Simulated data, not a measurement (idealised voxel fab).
process module | voxel wiring stack
cross-section cut | 235 nm wide | cells 5 nm
A cross-section is a grid of square cells, given in bands from the top down. A band is one or more rows of cells.
Each band's line starts with the height of the band's top and of its bottom, in nm. Then come its materials from left to right, each with its width in nm. One material with "throughout" fills the band from edge to edge. "air" is empty space.
Height 0 is the level under which the wafer as received is all one material. The lowest band goes on downwards, as in "0 down".
A width such as "30 to 40" changes by the same amount from each row of cells to the next, from the band's top row to its bottom row.
"no change" after a step means that no cell of the cross-section changed.
closed voids: empty space of 8 cells or more with no open way to the top, each as width x height at its distance from the left edge, in nm
after a step's settings: what the simulator itself notes on the step
overlay nm, on a step with a mask: how far to the right of its planned place the mask lay; to the left if negative
plan
1 op RECEIVE | material Si
2 op CONFORMAL_DEP | material SiO2 | thk nm 15
3 op DIRECTIONAL_DEP | material TiN | thk nm 5
4 op DIRECTIONAL_DEP | material W | thk nm 15
5 op PATTERN | tone cover | mask id METAL_1 | material resist | width nm 25 | pitch nm 55 | thk nm 20 | overlay nm 0
6 op DIRECTIONAL_ETCH | etch materials W | depth nm 15
7 op DIRECTIONAL_ETCH | etch materials TiN | depth nm 5
8 op STRIP | etch materials resist
9 op CONFORMAL_DEP | material SiN | thk nm 5
10 op FILL_DEP | material lowk | thk nm 10
11 op CMP | height nm 35
12 op CONFORMAL_DEP | material SiCN | thk nm 5
13 op DIRECTIONAL_DEP | material SiO2 | thk nm 20
14 op DIRECTIONAL_DEP | material aC | thk nm 10
15 op PATTERN | tone open | mask id PLUG_1 | material resist | width nm 15 | pitch nm 110 | thk nm 30 | overlay nm 0
16 op DIRECTIONAL_ETCH | etch materials aC | depth nm 10
17 op STRIP | etch materials resist
18 op DIRECTIONAL_ETCH | etch materials SiO2 | depth nm 20
19 op DIRECTIONAL_ETCH | etch materials SiCN | depth nm 5
20 op STRIP | etch materials aC
21 op CONFORMAL_DEP | material TiN | thk nm 5
22 op FILL_DEP | material Ru | thk nm 5
23 op CMP | height nm 60
24 op DIRECTIONAL_DEP | material TiN | thk nm 5
25 op DIRECTIONAL_DEP | material Ru | thk nm 25
26 op PATTERN | tone cover | mask id METAL_2 | material resist | width nm 25 | pitch nm 55 | thk nm 20 | overlay nm 0
27 op DIRECTIONAL_ETCH | etch materials Ru | depth nm 25
28 op DIRECTIONAL_ETCH | etch materials TiN | depth nm 5
29 op STRIP | etch materials resist
30 op FILL_DEP | material SiO2 | thk nm 5
31 op CMP | height nm 90
32 op CONFORMAL_DEP | material SiCN | thk nm 5
33 op DIRECTIONAL_DEP | material lowk | thk nm 25
34 op MASKED_ETCH | tone open | mask id METAL_3_HOLES | width nm 15 | pitch nm 110 | etch materials lowk | depth nm 25 | overlay nm 0
35 op PATTERN | tone open | mask id METAL_3 | material resist | width nm 25 | pitch nm 55 | thk nm 20 | overlay nm 0
36 op DIRECTIONAL_ETCH | etch materials lowk | depth nm 15
37 op DIRECTIONAL_ETCH | etch materials SiCN | depth nm 5
38 op STRIP | etch materials resist
39 op CONFORMAL_DEP | material TiN | thk nm 5
40 op FILL_DEP | material Cu | thk nm 10
41 op CMP | height nm 120
42 op CONFORMAL_DEP | material SiCN | thk nm 5
43 op DIRECTIONAL_DEP | material SiO2 | thk nm 15
44 op PATTERN | tone open | mask id PLUG_3 | material resist | width nm 15 | pitch nm 55 | thk nm 20 | overlay nm 0
45 op DIRECTIONAL_ETCH | etch materials SiO2 | depth nm 15
46 op DIRECTIONAL_ETCH | etch materials SiCN | depth nm 5
47 op STRIP | etch materials resist
48 op EPI | material Ru | thk nm 10
49 op EPI | material Ru | thk nm 10
50 op CONFORMAL_DEP | material SiCN | thk nm 5
51 op DIRECTIONAL_DEP | material lowk | thk nm 15
52 op MASKED_ETCH | tone open | mask id METAL_4 | width nm 25 | pitch nm 55 | etch materials lowk | depth nm 15 | overlay nm 0
53 op MASKED_ETCH | tone open | mask id METAL_4 | width nm 25 | pitch nm 55 | etch materials SiCN | depth nm 5 | overlay nm 0
54 op CONFORMAL_DEP | material TiN | thk nm 5
55 op FILL_DEP | material Cu | thk nm 10
56 op CMP | height nm 160
57 op EPI | material Ru | thk nm 5
58 op FILL_DEP | material SiCN | thk nm 5
as received, after step 1
  0 down: Si throughout
  closed voids: none
first wafer at the end, as planned
  170 to 165: SiCN throughout
  165 to 160: SiCN 15 | Ru 35 | SiCN 20 | Ru 35 | SiCN 20 | Ru 35 | SiCN 20 | Ru 35 | SiCN 20
  160 to 145: lowk 20 | TiN 5 | Cu 15 | TiN 5 | lowk 30 | TiN 5 | Cu 15 | TiN 5 | lowk 30 | TiN 5 | Cu 15 | TiN 5 | lowk 30 | TiN 5 | Cu 15 | TiN 5 | lowk 25
  145 to 140: SiCN 20 | TiN 25 | SiCN 30 | TiN 25 | SiCN 30 | TiN 25 | SiCN 30 | TiN 25 | SiCN 25
  140 to 125: SiO2 20 | Ru 15 | SiO2 40 | Ru 15 | SiO2 40 | Ru 15 | SiO2 40 | Ru 15 | SiO2 35
  125 to 120: SiCN 20 | Ru 15 | SiCN 40 | Ru 15 | SiCN 40 | Ru 15 | SiCN 40 | Ru 15 | SiCN 35
  120 to 110: lowk 20 | TiN 5 | Cu 15 | TiN 5 | lowk 30 | TiN 5 | Cu 15 | TiN 5 | lowk 30 | TiN 5 | Cu 15 | TiN 5 | lowk 30 | TiN 5 | Cu 15 | TiN 5 | lowk 25
  110 to 105: lowk 20 | TiN 5 | Cu 5 | TiN 15 | lowk 30 | TiN 25 | lowk 30 | TiN 5 | Cu 5 | TiN 15 | lowk 30 | TiN 25 | lowk 25
  105 to 95: lowk 20 | TiN 5 | Cu 5 | TiN 5 | lowk 95 | TiN 5 | Cu 5 | TiN 5 | lowk 90
  95 to 90: SiCN 20 | TiN 15 | SiCN 95 | TiN 15 | SiCN 90
  90 to 65: SiO2 20 | Ru 25 | SiO2 30 | Ru 25 | SiO2 30 | Ru 25 | SiO2 30 | Ru 25 | SiO2 25
  65 to 60: SiO2 20 | TiN 25 | SiO2 30 | TiN 25 | SiO2 30 | TiN 25 | SiO2 30 | TiN 25 | SiO2 25
  60 to 40: SiO2 20 | TiN 5 | Ru 5 | TiN 5 | SiO2 95 | TiN 5 | Ru 5 | TiN 5 | SiO2 90
  40 to 35: SiCN 20 | TiN 15 | SiCN 95 | TiN 15 | SiCN 90
  35 to 20: lowk 15 | SiN 5 | W 25 | SiN 5 | lowk 20 | SiN 5 | W 25 | SiN 5 | lowk 20 | SiN 5 | W 25 | SiN 5 | lowk 20 | SiN 5 | W 25 | SiN 5 | lowk 20
  20 to 15: SiN 20 | TiN 25 | SiN 30 | TiN 25 | SiN 30 | TiN 25 | SiN 30 | TiN 25 | SiN 25
  15 to 0: SiO2 throughout
  0 down: Si throughout
  closed voids: none
second wafer at the end: like start, like plan, one mistake
  170 to 165: SiCN throughout
  165 to 160: SiCN 15 | Ru 35 | SiCN 20 | Ru 35 | SiCN 20 | Ru 35 | SiCN 20 | Ru 35 | SiCN 20
  160 to 145: lowk 20 | TiN 5 | Cu 15 | TiN 5 | lowk 30 | TiN 5 | Cu 15 | TiN 5 | lowk 30 | TiN 5 | Cu 15 | TiN 5 | lowk 30 | TiN 5 | Cu 15 | TiN 5 | lowk 25
  145 to 140: SiCN 20 | TiN 25 | SiCN 30 | TiN 25 | SiCN 30 | TiN 25 | SiCN 30 | TiN 25 | SiCN 25
  140 to 125: SiO2 20 | Ru 15 | SiO2 40 | Ru 15 | SiO2 40 | Ru 15 | SiO2 40 | Ru 15 | SiO2 35
  125 to 120: SiCN 20 | Ru 15 | SiCN 40 | Ru 15 | SiCN 40 | Ru 15 | SiCN 40 | Ru 15 | SiCN 35
  120 to 110: lowk 20 | TiN 5 | Cu 15 | TiN 5 | lowk 30 | TiN 5 | Cu 15 | TiN 5 | lowk 30 | TiN 5 | Cu 15 | TiN 5 | lowk 30 | TiN 5 | Cu 15 | TiN 5 | lowk 25
  110 to 105: lowk 20 | TiN 5 | Cu 5 | TiN 15 | lowk 30 | TiN 25 | lowk 30 | TiN 5 | Cu 5 | TiN 15 | lowk 30 | TiN 25 | lowk 25
  105 to 100: lowk 20 | TiN 5 | Cu 5 | TiN 5 | lowk 95 | TiN 5 | Cu 5 | TiN 5 | lowk 90
  100 to 95: lowk 20 | TiN 15 | lowk 95 | TiN 15 | lowk 90
  95 to 90: W throughout
  90 to 65: SiO2 20 | Ru 25 | SiO2 30 | Ru 25 | SiO2 30 | Ru 25 | SiO2 30 | Ru 25 | SiO2 25
  65 to 60: SiO2 20 | TiN 25 | SiO2 30 | TiN 25 | SiO2 30 | TiN 25 | SiO2 30 | TiN 25 | SiO2 25
  60 to 40: SiO2 20 | TiN 5 | Ru 5 | TiN 5 | SiO2 95 | TiN 5 | Ru 5 | TiN 5 | SiO2 90
  40 to 35: SiCN 20 | TiN 15 | SiCN 95 | TiN 15 | SiCN 90
  35 to 20: lowk 15 | SiN 5 | W 25 | SiN 5 | lowk 20 | SiN 5 | W 25 | SiN 5 | lowk 20 | SiN 5 | W 25 | SiN 5 | lowk 20 | SiN 5 | W 25 | SiN 5 | lowk 20
  20 to 15: SiN 20 | TiN 25 | SiN 30 | TiN 25 | SiN 30 | TiN 25 | SiN 30 | TiN 25 | SiN 25
  15 to 0: SiO2 throughout
  0 down: Si throughout
  closed voids: none
what went wrong: step 32 ran as: op CONFORMAL_DEP | material W | thk nm 5
at the end the second wafer has, in cells: 2 fewer of Cu | 41 fewer of SiCN | 4 fewer of TiN | 47 more of W
